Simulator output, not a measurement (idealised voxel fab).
The name of this process module is voxel gate over fins.
Section shown: cut. Width: 170 nm. Cell size: 5 nm, square.
A cross-section is a grid of square cells, given in bands from the top down. A band is one or more rows of cells. The band entry comprises the height of the band's top followed by the height of its bottom, expressed in nm, and subsequently the band's materials from left to right, each stated together with its width in nm. Where a single material is marked with the word "everywhere", that material fills the band from edge to edge. The word "empty" represents empty space. Heads up on the height convention: 0 is the point under which the incoming wafer is all one material, and the lowest band has no bottom, it just keeps going down, like "0 down". Think of "30..40" as a width that walks from the first number to the second as you go down the band, top row to bottom row, taking equal-sized steps from row to row. Key: "nothing changed" - step with no changed cell in the cross-section. The entry titled "Completely enclosed voids" provides the empty spaces that have no open way to the top, restricted to those of 8 cells or more. Each is presented as width x height at distance, the distance being measured from the left edge, with all three in nm. Note: text after step settings on the step line = simulator remark on that step. Among the settings permitted on a step's line is "overlay nm"; applied to a step with a mask, it specifies the extent to which the mask lay to the right of its planned position, whereas a negative figure signifies a position to the left. Pairs follow: section before one process step, section after it down to the lowest changed band, step with settings underneath. Pairs may come from different runs of this module on the same starting wafer; continuity with the pair above only as stated in the "Ex-ante state" entry.

# Ex-ante state
5 to 0 | empty: 15 / TiN: 15 / empty: 45 / TiN: 15 / empty: 45 / TiN: 15 / empty: 20
0 to -10 | empty: 15 / TiN: 5 / Si: 5 / TiN: 5 / empty: 45 / TiN: 5 / Si: 5 / TiN: 5 / empty: 45 / TiN: 5 / Si: 5 / TiN: 5 / empty: 20
-10 to -15 | TiN: 20 / Si: 5 / TiN: 55 / Si: 5 / TiN: 55 / Si: 5 / TiN: 25
-15 to -20 | SiO2: 20 / Si: 5 / SiO2: 55 / Si: 5 / SiO2: 55 / Si: 5 / SiO2: 25
-20 to -25 | SiO2: 20 / Si: 5 / SiO2: 20 / TiN: 15 / SiO2: 20 / Si: 5 / SiO2: 55 / Si: 5 / SiO2: 25
-25 to -35 | SiO2: 20 / Si: 5 / SiO2: 55 / Si: 5 / SiO2: 55 / Si: 5 / SiO2: 25
-35 down | Si everywhere
Completely enclosed voids: none

# Resulting Cross-Section
10 to 5 | empty: 10 / HfO2: 25 / empty: 35 / HfO2: 25 / empty: 35 / HfO2: 25 / empty: 15
5 to 0 | empty: 10 / HfO2: 5 / TiN: 15 / HfO2: 5 / empty: 35 / HfO2: 5 / TiN: 15 / HfO2: 5 / empty: 35 / HfO2: 5 / TiN: 15 / HfO2: 5 / empty: 15
0 to -5 | empty: 10 / HfO2: 5 / TiN: 5 / Si: 5 / TiN: 5 / HfO2: 5 / empty: 35 / HfO2: 5 / TiN: 5 / Si: 5 / TiN: 5 / HfO2: 5 / empty: 35 / HfO2: 5 / TiN: 5 / Si: 5 / TiN: 5 / HfO2: 5 / empty: 15
-5 to -10 | HfO2: 15 / TiN: 5 / Si: 5 / TiN: 5 / HfO2: 45 / TiN: 5 / Si: 5 / TiN: 5 / HfO2: 45 / TiN: 5 / Si: 5 / TiN: 5 / HfO2: 20
Everything under -10 stays put, no change at all.
Completely enclosed voids: none
What is the step between the two cross-sections above? op CONFORMAL_DEP | material HfO2 | thk nm 5

Ex-ante state: For the state before this step, see the after cross-section of the pair located directly above.

# Resulting Cross-Section
20 to 10 | W everywhere
10 to 5 | W: 10 / HfO2: 25 / W: 35 / HfO2: 25 / W: 35 / HfO2: 25 / W: 15
5 to 0 | W: 10 / HfO2: 5 / TiN: 15 / HfO2: 5 / W: 35 / HfO2: 5 / TiN: 15 / HfO2: 5 / W: 35 / HfO2: 5 / TiN: 15 / HfO2: 5 / W: 15
0 to -5 | W: 10 / HfO2: 5 / TiN: 5 / Si: 5 / TiN: 5 / HfO2: 5 / W: 35 / HfO2: 5 / TiN: 5 / Si: 5 / TiN: 5 / HfO2: 5 / W: 35 / HfO2: 5 / TiN: 5 / Si: 5 / TiN: 5 / HfO2: 5 / W: 15
Everything under -5 stays put, no change at all.
Completely enclosed voids: none
What is the step between the two cross-sections above? op FILL_DEP | material W | thk nm 10

Ex-ante state: For the state before this step, see the after cross-section of the pair located directly above.

# Resulting Cross-Section
15 to 10 | W everywhere
Everything under 10 stays put, no change at all.
Completely enclosed voids: none
What is the step between the two cross-sections above? op CMP | height nm 15

Ex-ante state: For the state before this step, see the after cross-section of the pair located directly above.

# Resulting Cross-Section
25 to 15 | SiCN everywhere
Everything under 15 stays put, no change at all.
Completely enclosed voids: none
What is the step between the two cross-sections above? op CONFORMAL_DEP | material SiCN | thk nm 10

# Ex-ante state
15 to 5 | empty: 15 / aC: 15 / empty: 45 / aC: 15 / empty: 45 / aC: 15 / empty: 20
5 to 0 | empty: 15 / SiN: 15 / empty: 45 / SiN: 15 / empty: 45 / SiN: 15 / empty: 20
0 down | Si everywhere
Completely enclosed voids: none

# Resulting Cross-Section
15 to 5 | empty: 15 / aC: 15 / empty: 45 / aC: 15 / empty: 45 / aC: 15 / empty: 20
5 to 0 | empty: 15 / SiN: 15 / empty: 45 / SiN: 15 / empty: 45 / SiN: 15 / empty: 20
0 to -40 | empty: 15 / Si: 15 / empty: 45 / Si: 15 / empty: 45 / Si: 15 / empty: 20
Everything under -40 stays put, no change at all.
Completely enclosed voids: none
What is the step between the two cross-sections above? op DIRECTIONAL_ETCH | etch materials Si | depth nm 40

Ex-ante state: For the state before this step, see the after cross-section of the pair located directly above.

# Resulting Cross-Section
5 to 0 | empty: 15 / SiN: 15 / empty: 45 / SiN: 15 / empty: 45 / SiN: 15 / empty: 20
Everything under 0 stays put, no change at all.
Completely enclosed voids: none
What is the step between the two cross-sections above? op STRIP | etch materials aC

Ex-ante state: For the state before this step, see the after cross-section of the pair located directly above.

# Resulting Cross-Section
5 to 0 | empty: 15 / SiN: 15 / empty: 45 / SiN: 15 / empty: 45 / SiN: 15 / empty: 20
0 to -40 | empty: 15 / SiO2: 5 / Si: 5 / SiO2: 5 / empty: 45 / SiO2: 5 / Si: 5 / SiO2: 5 / empty: 45 / SiO2: 5 / Si: 5 / SiO2: 5 / empty: 20
-40 to -45 | SiO2: 20 / Si: 5 / SiO2: 55 / Si: 5 / SiO2: 55 / Si: 5 / SiO2: 25
Everything under -45 stays put, no change at all.
Completely enclosed voids: none
What is the step between the two cross-sections above? op OXIDIZE | depth nm 5

Ex-ante state: For the state before this step, see the after cross-section of the pair located directly above.

# Resulting Cross-Section
10 to 5 | SiO2 everywhere
5 to 0 | SiO2: 15 / SiN: 15 / SiO2: 45 / SiN: 15 / SiO2: 45 / SiN: 15 / SiO2: 20
0 to -45 | SiO2: 20 / Si: 5 / SiO2: 55 / Si: 5 / SiO2: 55 / Si: 5 / SiO2: 25
Everything under -45 stays put, no change at all.
Completely enclosed voids: none
What is the step between the two cross-sections above? op FILL_DEP | material SiO2 | thk nm 5

Ex-ante state: For the state before this step, see the after cross-section of the pair located directly above.

# Resulting Cross-Section
5 to 0 | SiO2: 15 / SiN: 15 / SiO2: 45 / SiN: 15 / SiO2: 45 / SiN: 15 / SiO2: 20
Everything under 0 stays put, no change at all.
Completely enclosed voids: none
What is the step between the two cross-sections above? op CMP | height nm 5

Ex-ante state: For the state before this step, see the after cross-section of the pair located directly above.

# Resulting Cross-Section
20 to 5 | aC everywhere
Everything under 5 stays put, no change at all.
Completely enclosed voids: none
What is the step between the two cross-sections above? op DIRECTIONAL_DEP | material aC | thk nm 15

Ex-ante state: For the state before this step, see the after cross-section of the pair located directly above.

# Resulting Cross-Section
50 to 20 | resist: 45 / empty: 15 / resist: 110
Everything under 20 stays put, no change at all.
Completely enclosed voids: none
What is the step between the two cross-sections above? op PATTERN | tone open | mask id RAIL | material resist | width nm 15 | thk nm 30 | overlay nm 0

Ex-ante state: For the state before this step, see the after cross-section of the pair located directly above.

# Resulting Cross-Section
35 to 20 | resist: 45 / empty: 15 / resist: 110
20 to 5 | aC: 45 / empty: 15 / aC: 110
Everything under 5 stays put, no change at all.
Completely enclosed voids: none
What is the step between the two cross-sections above? op DIRECTIONAL_ETCH | etch materials aC | depth nm 15

Ex-ante state: For the state before this step, see the after cross-section of the pair located directly above.

# Resulting Cross-Section
20 to 5 | aC: 45 / empty: 15 / aC: 110
Everything under 5 stays put, no change at all.
Completely enclosed voids: none
What is the step between the two cross-sections above? op STRIP | etch materials resist

Ex-ante state: For the state before this step, see the after cross-section of the pair located directly above.

# Resulting Cross-Section
20 to 5 | aC: 45 / empty: 15 / aC: 110
5 to 0 | SiO2: 15 / SiN: 15 / SiO2: 15 / empty: 15 / SiO2: 15 / SiN: 15 / SiO2: 45 / SiN: 15 / SiO2: 20
0 to -25 | SiO2: 20 / Si: 5 / SiO2: 20 / empty: 15 / SiO2: 20 / Si: 5 / SiO2: 55 / Si: 5 / SiO2: 25
Everything under -25 stays put, no change at all.
Completely enclosed voids: none
What is the step between the two cross-sections above? op DIRECTIONAL_ETCH | etch materials SiO2 | depth nm 30

Ex-ante state: For the state before this step, see the after cross-section of the pair located directly above.

# Resulting Cross-Section
5 to 0 | SiO2: 15 / SiN: 15 / SiO2: 15 / empty: 15 / SiO2: 15 / SiN: 15 / SiO2: 45 / SiN: 15 / SiO2: 20
Everything under 0 stays put, no change at all.
Completely enclosed voids: none
What is the step between the two cross-sections above? op STRIP | etch materials aC

Ex-ante state: For the state before this step, see the after cross-section of the pair located directly above.

# Resulting Cross-Section
10 to 5 | TiN: 50 / empty: 5 / TiN: 115
5 to 0 | SiO2: 15 / SiN: 15 / SiO2: 15 / TiN: 5 / empty: 5 / TiN: 5 / SiO2: 15 / SiN: 15 / SiO2: 45 / SiN: 15 / SiO2: 20
0 to -20 | SiO2: 20 / Si: 5 / SiO2: 20 / TiN: 5 / empty: 5 / TiN: 5 / SiO2: 20 / Si: 5 / SiO2: 55 / Si: 5 / SiO2: 25
-20 to -25 | SiO2: 20 / Si: 5 / SiO2: 20 / TiN: 15 / SiO2: 20 / Si: 5 / SiO2: 55 / Si: 5 / SiO2: 25
Everything under -25 stays put, no change at all.
Completely enclosed voids: none
What is the step between the two cross-sections above? op CONFORMAL_DEP | material TiN | thk nm 5

Ex-ante state: For the state before this step, see the after cross-section of the pair located directly above.

# Resulting Cross-Section
20 to 10 | W everywhere
10 to 5 | TiN: 50 / W: 5 / TiN: 115
5 to 0 | SiO2: 15 / SiN: 15 / SiO2: 15 / TiN: 5 / W: 5 / TiN: 5 / SiO2: 15 / SiN: 15 / SiO2: 45 / SiN: 15 / SiO2: 20
0 to -20 | SiO2: 20 / Si: 5 / SiO2: 20 / TiN: 5 / W: 5 / TiN: 5 / SiO2: 20 / Si: 5 / SiO2: 55 / Si: 5 / SiO2: 25
Everything under -20 stays put, no change at all.
Completely enclosed voids: none
What is the step between the two cross-sections above? op FILL_DEP | material W | thk nm 10

Ex-ante state: For the state before this step, see the after cross-section of the pair located directly above.

# Resulting Cross-Section
5 to 0 | SiO2: 15 / SiN: 15 / SiO2: 15 / TiN: 5 / W: 5 / TiN: 5 / SiO2: 15 / SiN: 15 / SiO2: 45 / SiN: 15 / SiO2: 20
Everything under 0 stays put, no change at all.
Completely enclosed voids: none
What is the step between the two cross-sections above? op CMP | height nm 5

Ex-ante state: For the state before this step, see the after cross-section of the pair located directly above.

# Resulting Cross-Section
5 to 0 | SiO2: 15 / SiN: 15 / SiO2: 15 / empty: 15 / SiO2: 15 / SiN: 15 / SiO2: 45 / SiN: 15 / SiO2: 20
0 to -20 | SiO2: 20 / Si: 5 / SiO2: 20 / empty: 15 / SiO2: 20 / Si: 5 / SiO2: 55 / Si: 5 / SiO2: 25
Everything under -20 stays put, no change at all.
Completely enclosed voids: none
What is the step between the two cross-sections above? op SELECTIVE_ETCH | etch materials W Ru TiN | depth nm 25

Ex-ante state: For the state before this step, see the after cross-section of the pair located directly above.

# Resulting Cross-Section
10 to 5 | SiO2 everywhere
5 to 0 | SiO2: 15 / SiN: 15 / SiO2: 45 / SiN: 15 / SiO2: 45 / SiN: 15 / SiO2: 20
0 to -20 | SiO2: 20 / Si: 5 / SiO2: 55 / Si: 5 / SiO2: 55 / Si: 5 / SiO2: 25
Everything under -20 stays put, no change at all.
Completely enclosed voids: none
What is the step between the two cross-sections above? op FILL_DEP | material SiO2 | thk nm 5

Ex-ante state: For the state before this step, see the after cross-section of the pair located directly above.

# Resulting Cross-Section
5 to 0 | SiO2: 15 / SiN: 15 / SiO2: 45 / SiN: 15 / SiO2: 45 / SiN: 15 / SiO2: 20
Everything under 0 stays put, no change at all.
Completely enclosed voids: none
What is the step between the two cross-sections above? op CMP | height nm 5

Ex-ante state: For the state before this step, see the after cross-section of the pair located directly above.

# Resulting Cross-Section
5 to 0 | empty: 15 / SiN: 15 / empty: 45 / SiN: 15 / empty: 45 / SiN: 15 / empty: 20
0 to -15 | empty: 20 / Si: 5 / empty: 55 / Si: 5 / empty: 55 / Si: 5 / empty: 25
Everything under -15 stays put, no change at all.
Completely enclosed voids: none
What is the step between the two cross-sections above? op SELECTIVE_ETCH | etch materials SiO2 | depth nm 20

Ex-ante state: For the state before this step, see the after cross-section of the pair located directly above.

# Resulting Cross-Section
0 to -15 | empty: 20 / Si: 5 / empty: 55 / Si: 5 / empty: 55 / Si: 5 / empty: 25
Everything under -15 stays put, no change at all.
Completely enclosed voids: none
What is the step between the two cross-sections above? op STRIP | etch materials SiN

Ex-ante state: For the state before this step, see the after cross-section of the pair located directly above.

# Resulting Cross-Section
5 to 0 | empty: 15 / HfO2: 15 / empty: 45 / HfO2: 15 / empty: 45 / HfO2: 15 / empty: 20
0 to -10 | empty: 15 / HfO2: 5 / Si: 5 / HfO2: 5 / empty: 45 / HfO2: 5 / Si: 5 / HfO2: 5 / empty: 45 / HfO2: 5 / Si: 5 / HfO2: 5 / empty: 20
-10 to -15 | HfO2: 20 / Si: 5 / HfO2: 55 / Si: 5 / HfO2: 55 / Si: 5 / HfO2: 25
Everything under -15 stays put, no change at all.
Completely enclosed voids: none
What is the step between the two cross-sections above? op CONFORMAL_DEP | material HfO2 | thk nm 5

Ex-ante state: For the state before this step, see the after cross-section of the pair located directly above.

# Resulting Cross-Section
10 to 5 | empty: 10 / TiN: 25 / empty: 35 / TiN: 25 / empty: 35 / TiN: 25 / empty: 15
5 to 0 | empty: 10 / TiN: 5 / HfO2: 15 / TiN: 5 / empty: 35 / TiN: 5 / HfO2: 15 / TiN: 5 / empty: 35 / TiN: 5 / HfO2: 15 / TiN: 5 / empty: 15
0 to -5 | empty: 10 / TiN: 5 / HfO2: 5 / Si: 5 / HfO2: 5 / TiN: 5 / empty: 35 / TiN: 5 / HfO2: 5 / Si: 5 / HfO2: 5 / TiN: 5 / empty: 35 / TiN: 5 / HfO2: 5 / Si: 5 / HfO2: 5 / TiN: 5 / empty: 15
-5 to -10 | TiN: 15 / HfO2: 5 / Si: 5 / HfO2: 5 / TiN: 45 / HfO2: 5 / Si: 5 / HfO2: 5 / TiN: 45 / HfO2: 5 / Si: 5 / HfO2: 5 / TiN: 20
Everything under -10 stays put, no change at all.
Completely enclosed voids: none
What is the step between the two cross-sections above? op CONFORMAL_DEP | material TiN | thk nm 5

Ex-ante state: For the state before this step, see the after cross-section of the pair located directly above.

# Resulting Cross-Section
20 to 10 | W everywhere
10 to 5 | W: 10 / TiN: 25 / W: 35 / TiN: 25 / W: 35 / TiN: 25 / W: 15
5 to 0 | W: 10 / TiN: 5 / HfO2: 15 / TiN: 5 / W: 35 / TiN: 5 / HfO2: 15 / TiN: 5 / W: 35 / TiN: 5 / HfO2: 15 / TiN: 5 / W: 15
0 to -5 | W: 10 / TiN: 5 / HfO2: 5 / Si: 5 / HfO2: 5 / TiN: 5 / W: 35 / TiN: 5 / HfO2: 5 / Si: 5 / HfO2: 5 / TiN: 5 / W: 35 / TiN: 5 / HfO2: 5 / Si: 5 / HfO2: 5 / TiN: 5 / W: 15
Everything under -5 stays put, no change at all.
Completely enclosed voids: none
What is the step between the two cross-sections above? op FILL_DEP | material W | thk nm 10

Ex-ante state: For the state before this step, see the after cross-section of the pair located directly above.

# Resulting Cross-Section
15 to 10 | W everywhere
Everything under 10 stays put, no change at all.
Completely enclosed voids: none
What is the step between the two cross-sections above? op CMP | height nm 15

Ex-ante state: For the state before this step, see the after cross-section of the pair located directly above.

# Resulting Cross-Section
25 to 15 | SiCN everywhere
Everything under 15 stays put, no change at all.
Completely enclosed voids: none
What is the step between the two cross-sections above? op CONFORMAL_DEP | material SiCN | thk nm 10

# Ex-ante state
20 to 5 | aC everywhere
5 to 0 | SiO2: 15 / SiN: 15 / SiO2: 45 / SiN: 15 / SiO2: 45 / SiN: 15 / SiO2: 20
0 to -35 | SiO2: 20 / Si: 5 / SiO2: 55 / Si: 5 / SiO2: 55 / Si: 5 / SiO2: 25
-35 down | Si everywhere
Completely enclosed voids: none

# Resulting Cross-Section
50 to 20 | resist: 40 / empty: 25 / resist: 105
Everything under 20 stays put, no change at all.
Completely enclosed voids: none
What is the step between the two cross-sections above? op PATTERN | tone open | mask id RAIL | material resist | width nm 25 | thk nm 30 | overlay nm 0

Ex-ante state: For the state before this step, see the after cross-section of the pair located directly above.

# Resulting Cross-Section
35 to 20 | resist: 40 / empty: 25 / resist: 105
20 to 5 | aC: 40 / empty: 25 / aC: 105
Everything under 5 stays put, no change at all.
Completely enclosed voids: none
What is the step between the two cross-sections above? op DIRECTIONAL_ETCH | etch materials aC | depth nm 15

Ex-ante state: For the state before this step, see the after cross-section of the pair located directly above.

# Resulting Cross-Section
20 to 5 | aC: 40 / empty: 25 / aC: 105
Everything under 5 stays put, no change at all.
Completely enclosed voids: none
What is the step between the two cross-sections above? op STRIP | etch materials resist

Ex-ante state: For the state before this step, see the after cross-section of the pair located directly above.

# Resulting Cross-Section
20 to 5 | aC: 40 / empty: 25 / aC: 105
5 to 0 | SiO2: 15 / SiN: 15 / SiO2: 10 / empty: 25 / SiO2: 10 / SiN: 15 / SiO2: 45 / SiN: 15 / SiO2: 20
0 to -25 | SiO2: 20 / Si: 5 / SiO2: 15 / empty: 25 / SiO2: 15 / Si: 5 / SiO2: 55 / Si: 5 / SiO2: 25
Everything under -25 stays put, no change at all.
Completely enclosed voids: none
What is the step between the two cross-sections above? op DIRECTIONAL_ETCH | etch materials SiO2 | depth nm 30

Ex-ante state: For the state before this step, see the after cross-section of the pair located directly above.

# Resulting Cross-Section
5 to 0 | SiO2: 15 / SiN: 15 / SiO2: 10 / empty: 25 / SiO2: 10 / SiN: 15 / SiO2: 45 / SiN: 15 / SiO2: 20
Everything under 0 stays put, no change at all.
Completely enclosed voids: none
What is the step between the two cross-sections above? op STRIP | etch materials aC

Ex-ante state: For the state before this step, see the after cross-section of the pair located directly above.

# Resulting Cross-Section
10 to 5 | TiN: 45 / empty: 15 / TiN: 110
5 to 0 | SiO2: 15 / SiN: 15 / SiO2: 10 / TiN: 5 / empty: 15 / TiN: 5 / SiO2: 10 / SiN: 15 / SiO2: 45 / SiN: 15 / SiO2: 20
0 to -20 | SiO2: 20 / Si: 5 / SiO2: 15 / TiN: 5 / empty: 15 / TiN: 5 / SiO2: 15 / Si: 5 / SiO2: 55 / Si: 5 / SiO2: 25
-20 to -25 | SiO2: 20 / Si: 5 / SiO2: 15 / TiN: 25 / SiO2: 15 / Si: 5 / SiO2: 55 / Si: 5 / SiO2: 25
Everything under -25 stays put, no change at all.
Completely enclosed voids: none
What is the step between the two cross-sections above? op CONFORMAL_DEP | material TiN | thk nm 5

Ex-ante state: For the state before this step, see the after cross-section of the pair located directly above.

# Resulting Cross-Section
20 to 10 | W everywhere
10 to 5 | TiN: 45 / W: 15 / TiN: 110
5 to 0 | SiO2: 15 / SiN: 15 / SiO2: 10 / TiN: 5 / W: 15 / TiN: 5 / SiO2: 10 / SiN: 15 / SiO2: 45 / SiN: 15 / SiO2: 20
0 to -20 | SiO2: 20 / Si: 5 / SiO2: 15 / TiN: 5 / W: 15 / TiN: 5 / SiO2: 15 / Si: 5 / SiO2: 55 / Si: 5 / SiO2: 25
Everything under -20 stays put, no change at all.
Completely enclosed voids: none
What is the step between the two cross-sections above? op FILL_DEP | material W | thk nm 10

Ex-ante state: For the state before this step, see the after cross-section of the pair located directly above.

# Resulting Cross-Section
5 to 0 | SiO2: 15 / SiN: 15 / SiO2: 10 / TiN: 5 / W: 15 / TiN: 5 / SiO2: 10 / SiN: 15 / SiO2: 45 / SiN: 15 / SiO2: 20
Everything under 0 stays put, no change at all.
Completely enclosed voids: none
What is the step between the two cross-sections above? op CMP | height nm 5

Ex-ante state: For the state before this step, see the after cross-section of the pair located directly above.

# Resulting Cross-Section
5 to 0 | SiO2: 15 / SiN: 15 / SiO2: 10 / empty: 25 / SiO2: 10 / SiN: 15 / SiO2: 45 / SiN: 15 / SiO2: 20
0 to -20 | SiO2: 20 / Si: 5 / SiO2: 15 / empty: 25 / SiO2: 15 / Si: 5 / SiO2: 55 / Si: 5 / SiO2: 25
Everything under -20 stays put, no change at all.
Completely enclosed voids: none
What is the step between the two cross-sections above? op SELECTIVE_ETCH | etch materials W Ru TiN | depth nm 25

Ex-ante state: For the state before this step, see the after cross-section of the pair located directly above.

# Resulting Cross-Section
10 to 5 | SiO2 everywhere
5 to 0 | SiO2: 15 / SiN: 15 / SiO2: 45 / SiN: 15 / SiO2: 45 / SiN: 15 / SiO2: 20
0 to -20 | SiO2: 20 / Si: 5 / SiO2: 55 / Si: 5 / SiO2: 55 / Si: 5 / SiO2: 25
Everything under -20 stays put, no change at all.
Completely enclosed voids: none
What is the step between the two cross-sections above? op FILL_DEP | material SiO2 | thk nm 5

Ex-ante state: For the state before this step, see the after cross-section of the pair located directly above.

# Resulting Cross-Section
5 to 0 | SiO2: 15 / SiN: 15 / SiO2: 45 / SiN: 15 / SiO2: 45 / SiN: 15 / SiO2: 20
Everything under 0 stays put, no change at all.
Completely enclosed voids: none
What is the step between the two cross-sections above? op CMP | height nm 5

Ex-ante state: For the state before this step, see the after cross-section of the pair located directly above.

# Resulting Cross-Section
5 to 0 | empty: 15 / SiN: 15 / empty: 45 / SiN: 15 / empty: 45 / SiN: 15 / empty: 20
0 to -15 | empty: 20 / Si: 5 / empty: 55 / Si: 5 / empty: 55 / Si: 5 / empty: 25
Everything under -15 stays put, no change at all.
Completely enclosed voids: none
What is the step between the two cross-sections above? op SELECTIVE_ETCH | etch materials SiO2 | depth nm 20

Ex-ante state: For the state before this step, see the after cross-section of the pair located directly above.

# Resulting Cross-Section
0 to -15 | empty: 20 / Si: 5 / empty: 55 / Si: 5 / empty: 55 / Si: 5 / empty: 25
Everything under -15 stays put, no change at all.
Completely enclosed voids: none
What is the step between the two cross-sections above? op STRIP | etch materials SiN

Ex-ante state: For the state before this step, see the after cross-section of the pair located directly above.

# Resulting Cross-Section
5 to 0 | empty: 15 / HfO2: 15 / empty: 45 / HfO2: 15 / empty: 45 / HfO2: 15 / empty: 20
0 to -10 | empty: 15 / HfO2: 5 / Si: 5 / HfO2: 5 / empty: 45 / HfO2: 5 / Si: 5 / HfO2: 5 / empty: 45 / HfO2: 5 / Si: 5 / HfO2: 5 / empty: 20
-10 to -15 | HfO2: 20 / Si: 5 / HfO2: 55 / Si: 5 / HfO2: 55 / Si: 5 / HfO2: 25
Everything under -15 stays put, no change at all.
Completely enclosed voids: none
What is the step between the two cross-sections above? op CONFORMAL_DEP | material HfO2 | thk nm 5

Ex-ante state: For the state before this step, see the after cross-section of the pair located directly above.

# Resulting Cross-Section
10 to 5 | empty: 10 / TiN: 25 / empty: 35 / TiN: 25 / empty: 35 / TiN: 25 / empty: 15
5 to 0 | empty: 10 / TiN: 5 / HfO2: 15 / TiN: 5 / empty: 35 / TiN: 5 / HfO2: 15 / TiN: 5 / empty: 35 / TiN: 5 / HfO2: 15 / TiN: 5 / empty: 15
0 to -5 | empty: 10 / TiN: 5 / HfO2: 5 / Si: 5 / HfO2: 5 / TiN: 5 / empty: 35 / TiN: 5 / HfO2: 5 / Si: 5 / HfO2: 5 / TiN: 5 / empty: 35 / TiN: 5 / HfO2: 5 / Si: 5 / HfO2: 5 / TiN: 5 / empty: 15
-5 to -10 | TiN: 15 / HfO2: 5 / Si: 5 / HfO2: 5 / TiN: 45 / HfO2: 5 / Si: 5 / HfO2: 5 / TiN: 45 / HfO2: 5 / Si: 5 / HfO2: 5 / TiN: 20
Everything under -10 stays put, no change at all.
Completely enclosed voids: none
What is the step between the two cross-sections above? op CONFORMAL_DEP | material TiN | thk nm 5

Ex-ante state: For the state before this step, see the after cross-section of the pair located directly above.

# Resulting Cross-Section
20 to 10 | W everywhere
10 to 5 | W: 10 / TiN: 25 / W: 35 / TiN: 25 / W: 35 / TiN: 25 / W: 15
5 to 0 | W: 10 / TiN: 5 / HfO2: 15 / TiN: 5 / W: 35 / TiN: 5 / HfO2: 15 / TiN: 5 / W: 35 / TiN: 5 / HfO2: 15 / TiN: 5 / W: 15
0 to -5 | W: 10 / TiN: 5 / HfO2: 5 / Si: 5 / HfO2: 5 / TiN: 5 / W: 35 / TiN: 5 / HfO2: 5 / Si: 5 / HfO2: 5 / TiN: 5 / W: 35 / TiN: 5 / HfO2: 5 / Si: 5 / HfO2: 5 / TiN: 5 / W: 15
Everything under -5 stays put, no change at all.
Completely enclosed voids: none
What is the step between the two cross-sections above? op FILL_DEP | material W | thk nm 10

Ex-ante state: For the state before this step, see the after cross-section of the pair located directly above.

# Resulting Cross-Section
15 to 10 | W everywhere
Everything under 10 stays put, no change at all.
Completely enclosed voids: none
What is the step between the two cross-sections above? op CMP | height nm 15

Ex-ante state: For the state before this step, see the after cross-section of the pair located directly above.

# Resulting Cross-Section
25 to 15 | SiCN everywhere
Everything under 15 stays put, no change at all.
Completely enclosed voids: none
What is the step between the two cross-sections above? op CONFORMAL_DEP | material SiCN | thk nm 10

# Ex-ante state
20 to 5 | aC everywhere
5 to 0 | SiO2: 15 / SiN: 15 / SiO2: 45 / SiN: 15 / SiO2: 45 / SiN: 15 / SiO2: 20
0 to -35 | SiO2: 20 / Si: 5 / SiO2: 55 / Si: 5 / SiO2: 55 / Si: 5 / SiO2: 25
-35 down | Si everywhere
Completely enclosed voids: none

# Resulting Cross-Section
50 to 20 | resist: 40 / empty: 15 / resist: 115
Everything under 20 stays put, no change at all.
Completely enclosed voids: none
What is the step between the two cross-sections above? op PATTERN | tone open | mask id RAIL | material resist | width nm 15 | thk nm 30 | overlay nm -5

Ex-ante state: For the state before this step, see the after cross-section of the pair located directly above.

# Resulting Cross-Section
35 to 20 | resist: 40 / empty: 15 / resist: 115
20 to 5 | aC: 40 / empty: 15 / aC: 115
Everything under 5 stays put, no change at all.
Completely enclosed voids: none
What is the step between the two cross-sections above? op DIRECTIONAL_ETCH | etch materials aC | depth nm 15

Ex-ante state: For the state before this step, see the after cross-section of the pair located directly above.

# Resulting Cross-Section
20 to 5 | aC: 40 / empty: 15 / aC: 115
Everything under 5 stays put, no change at all.
Completely enclosed voids: none
What is the step between the two cross-sections above? op STRIP | etch materials resist

Ex-ante state: For the state before this step, see the after cross-section of the pair located directly above.

# Resulting Cross-Section
20 to 5 | aC: 40 / empty: 15 / aC: 115
5 to 0 | SiO2: 15 / SiN: 15 / SiO2: 10 / empty: 15 / SiO2: 20 / SiN: 15 / SiO2: 45 / SiN: 15 / SiO2: 20
0 to -25 | SiO2: 20 / Si: 5 / SiO2: 15 / empty: 15 / SiO2: 25 / Si: 5 / SiO2: 55 / Si: 5 / SiO2: 25
Everything under -25 stays put, no change at all.
Completely enclosed voids: none
What is the step between the two cross-sections above? op DIRECTIONAL_ETCH | etch materials SiO2 | depth nm 30

Ex-ante state: For the state before this step, see the after cross-section of the pair located directly above.

# Resulting Cross-Section
5 to 0 | SiO2: 15 / SiN: 15 / SiO2: 10 / empty: 15 / SiO2: 20 / SiN: 15 / SiO2: 45 / SiN: 15 / SiO2: 20
Everything under 0 stays put, no change at all.
Completely enclosed voids: none
What is the step between the two cross-sections above? op STRIP | etch materials aC

Ex-ante state: For the state before this step, see the after cross-section of the pair located directly above.

# Resulting Cross-Section
10 to 5 | TiN: 45 / empty: 5 / TiN: 120
5 to 0 | SiO2: 15 / SiN: 15 / SiO2: 10 / TiN: 5 / empty: 5 / TiN: 5 / SiO2: 20 / SiN: 15 / SiO2: 45 / SiN: 15 / SiO2: 20
0 to -20 | SiO2: 20 / Si: 5 / SiO2: 15 / TiN: 5 / empty: 5 / TiN: 5 / SiO2: 25 / Si: 5 / SiO2: 55 / Si: 5 / SiO2: 25
-20 to -25 | SiO2: 20 / Si: 5 / SiO2: 15 / TiN: 15 / SiO2: 25 / Si: 5 / SiO2: 55 / Si: 5 / SiO2: 25
Everything under -25 stays put, no change at all.
Completely enclosed voids: none
What is the step between the two cross-sections above? op CONFORMAL_DEP | material TiN | thk nm 5

Ex-ante state: For the state before this step, see the after cross-section of the pair located directly above.

# Resulting Cross-Section
20 to 10 | W everywhere
10 to 5 | TiN: 45 / W: 5 / TiN: 120
5 to 0 | SiO2: 15 / SiN: 15 / SiO2: 10 / TiN: 5 / W: 5 / TiN: 5 / SiO2: 20 / SiN: 15 / SiO2: 45 / SiN: 15 / SiO2: 20
0 to -20 | SiO2: 20 / Si: 5 / SiO2: 15 / TiN: 5 / W: 5 / TiN: 5 / SiO2: 25 / Si: 5 / SiO2: 55 / Si: 5 / SiO2: 25
Everything under -20 stays put, no change at all.
Completely enclosed voids: none
What is the step between the two cross-sections above? op FILL_DEP | material W | thk nm 10

Ex-ante state: For the state before this step, see the after cross-section of the pair located directly above.

# Resulting Cross-Section
5 to 0 | SiO2: 15 / SiN: 15 / SiO2: 10 / TiN: 5 / W: 5 / TiN: 5 / SiO2: 20 / SiN: 15 / SiO2: 45 / SiN: 15 / SiO2: 20
Everything under 0 stays put, no change at all.
Completely enclosed voids: none
What is the step between the two cross-sections above? op CMP | height nm 5
